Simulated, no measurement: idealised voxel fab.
Process module heading - voxel transistor to metal
Each square cell in cross-section cut measures 5 nm, and the section as a whole is 215 nm wide.
We lay out every cross-section as a grid of square cells and spell it out in bands from the top down, where one band means one or more rows of cells. Look at the band entry: it leads with the top's height and the bottom's height in nm. Then it lists the materials left to right, with a width in nm for each. The word "all across" on a single material says that material fills the band edge to edge. The word "empty" is empty space. Heights are reckoned from 0. Under this level, the received wafer is all of one material. The bottommost band is open-ended downward, for example "top 0, no bottom". Width "30..40": first value at the band's top row of cells, second value at its bottom row, equal change from row to row. The designation "changes: none", where it is given for a processing step, indicates that no cell of the cross-section was altered in the course of that step. Completely enclosed voids: empty space of 8 cells or more with no open way to the top, each as width x height at its distance from the left edge, in nm. What comes after the settings on a step's line is commentary from the simulator itself on that step. overlay nm, on a step with a mask: how far to the right of its planned place the mask lay; to the left if negative.

## These are the steps we planned for the process
1) op RECEIVE | material Si
2) op OXIDIZE | depth nm 5
3) op CONFORMAL_DEP | material SiN | thk nm 10
4) op DIRECTIONAL_DEP | material aC | thk nm 15
5) op PATTERN | tone cover | mask id ACTIVE | material resist | width nm 115 | thk nm 35 | overlay nm 0
6) op DIRECTIONAL_ETCH | etch materials aC | depth nm 15
7) op STRIP | etch materials resist
8) op DIRECTIONAL_ETCH | etch materials SiN | depth nm 10
9) op DIRECTIONAL_ETCH | etch materials SiO2 | depth nm 5
10) op DIRECTIONAL_ETCH | etch materials Si | depth nm 25
11) op STRIP | etch materials aC
12) op FILL_DEP | material SiO2 | thk nm 15
13) op CMP | height nm 10
14) op SELECTIVE_ETCH | etch materials SiO2 | depth nm 5
15) op STRIP | etch materials SiN
16) op SELECTIVE_ETCH | etch materials SiO2 | depth nm 5
17) op OXIDIZE | depth nm 5
18) op DIRECTIONAL_DEP | material polySi | thk nm 20
19) op DIRECTIONAL_DEP | material SiCN | thk nm 15
20) op MASKED_ETCH | tone cover | mask id GATE | width nm 25 | etch materials SiCN | depth nm 25 | overlay nm 0
21) op MASKED_ETCH | tone cover | mask id GATE | width nm 25 | etch materials polySi | depth nm 30 | overlay nm 0
22) op CONFORMAL_DEP | material SiO2 | thk nm 5
23) op DIRECTIONAL_ETCH | etch materials SiO2 | depth nm 5
24) op CONFORMAL_DEP | material SiN | thk nm 5
25) op DIRECTIONAL_ETCH | etch materials SiN | depth nm 5
26) op DIRECTIONAL_ETCH | etch materials SiO2 | depth nm 5
27) op DIRECTIONAL_ETCH | etch materials Si | depth nm 15
28) op EPI | material nSi | thk nm 15
29) op FILL_DEP | material SiO2 | thk nm 5
30) op CMP | height nm 30
31) op DIRECTIONAL_DEP | material SiO2 | thk nm 15
32) op PATTERN | tone open | mask id CONTACT | material resist | width nm 20 | pitch nm 75 | thk nm 15 | overlay nm 0
33) op DIRECTIONAL_ETCH | etch materials SiO2 | depth nm 40
34) op STRIP | etch materials resist
35) op CONFORMAL_DEP | material TiN | thk nm 5
36) op FILL_DEP | material Ru | thk nm 10
37) op CMP | height nm 45
38) op DIRECTIONAL_DEP | material TiN | thk nm 5
39) op DIRECTIONAL_DEP | material Ru | thk nm 15
40) op DIRECTIONAL_DEP | material aC | thk nm 10
41) op PATTERN | tone cover | mask id METAL_1 | material resist | width nm 20 | pitch nm 75 | thk nm 25 | overlay nm 0
42) op DIRECTIONAL_ETCH | etch materials aC | depth nm 10
43) op STRIP | etch materials resist
44) op DIRECTIONAL_ETCH | etch materials Ru | depth nm 15
45) op DIRECTIONAL_ETCH | etch materials TiN | depth nm 5
46) op STRIP | etch materials aC
47) op FILL_DEP | material lowk | thk nm 10
48) op CMP | height nm 65
49) op CONFORMAL_DEP | material SiN | thk nm 5

## Incoming wafer in cross-section (state: after step 1)
> top 0, no bottom | Si all across
> Completely enclosed voids: none

## Cross-section, first of two wafers, end of module, run as planned
> top 70, bottom 65 | SiN all across
> top 65, bottom 50 | lowk 60; Ru 20; lowk 55; Ru 20; lowk 60
> top 50, bottom 45 | lowk 60; TiN 20; lowk 55; TiN 20; lowk 60
> top 45, bottom 30 | SiO2 60; TiN 5; Ru 10; TiN 5; SiO2 55; TiN 5; Ru 10; TiN 5; SiO2 60
> top 30, bottom 15 | SiO2 60; TiN 5; Ru 10; TiN 5; SiO2 5; SiN 5; SiO2 5; SiCN 25; SiO2 5; SiN 5; SiO2 5; TiN 5; Ru 10; TiN 5; SiO2 60
> top 15, bottom 10 | SiO2 60; TiN 5; Ru 10; TiN 5; SiO2 5; SiN 5; SiO2 5; polySi 25; SiO2 5; SiN 5; SiO2 5; TiN 5; Ru 10; TiN 5; SiO2 60
> top 10, bottom 5 | SiO2 60; TiN 20; SiO2 5; SiN 5; SiO2 5; polySi 25; SiO2 5; SiN 5; SiO2 5; TiN 20; SiO2 60
> top 5, bottom 0 | SiO2 50; nSi 35; SiN 5; SiO2 5; polySi 25; SiO2 5; SiN 5; nSi 35; SiO2 50
> top 0, bottom -5 | SiO2 50; SiN 5; nSi 30; SiN 5; SiO2 5; polySi 25; SiO2 5; SiN 5; nSi 30; SiN 5; SiO2 50
> top -5, bottom -10 | SiO2 55; nSi 30; SiO2 45; nSi 30; SiO2 55
> top -10, bottom -25 | SiO2 50; Si 5; nSi 30; Si 45; nSi 30; Si 5; SiO2 50
> top -25, bottom -30 | SiO2 50; Si 115; SiO2 50
> top -30, no bottom | Si all across
> Completely enclosed voids: none

## Presented here is a cross-section of the second of the two wafers as it stood at the end of the module. It was started in the same manner and assigned the same plan as the first wafer; however, one mistake was made in its execution
> top 70, bottom 65 | SiN all across
> top 65, bottom 60 | lowk 60; TiN 20; lowk 55; TiN 20; lowk 60
> top 60, bottom 45 | Ru all across
> top 45, bottom 30 | SiO2 60; TiN 5; Ru 10; TiN 5; SiO2 55; TiN 5; Ru 10; TiN 5; SiO2 60
> top 30, bottom 15 | SiO2 60; TiN 5; Ru 10; TiN 5; SiO2 5; SiN 5; SiO2 5; SiCN 25; SiO2 5; SiN 5; SiO2 5; TiN 5; Ru 10; TiN 5; SiO2 60
> top 15, bottom 10 | SiO2 60; TiN 5; Ru 10; TiN 5; SiO2 5; SiN 5; SiO2 5; polySi 25; SiO2 5; SiN 5; SiO2 5; TiN 5; Ru 10; TiN 5; SiO2 60
> top 10, bottom 5 | SiO2 60; TiN 20; SiO2 5; SiN 5; SiO2 5; polySi 25; SiO2 5; SiN 5; SiO2 5; TiN 20; SiO2 60
> top 5, bottom 0 | SiO2 50; nSi 35; SiN 5; SiO2 5; polySi 25; SiO2 5; SiN 5; nSi 35; SiO2 50
> top 0, bottom -5 | SiO2 50; SiN 5; nSi 30; SiN 5; SiO2 5; polySi 25; SiO2 5; SiN 5; nSi 30; SiN 5; SiO2 50
> top -5, bottom -10 | SiO2 55; nSi 30; SiO2 45; nSi 30; SiO2 55
> top -10, bottom -25 | SiO2 50; Si 5; nSi 30; Si 45; nSi 30; Si 5; SiO2 50
> top -25, bottom -30 | SiO2 50; Si 115; SiO2 50
> top -30, no bottom | Si all across
> Completely enclosed voids: none
Nonconformance to the process plan: steps 38 and 39 of the plan were each performed in the slot designated for the other
Counted in cells at the end, the second wafer holds more or fewer of these materials than the first: +105 Ru; -105 lowk
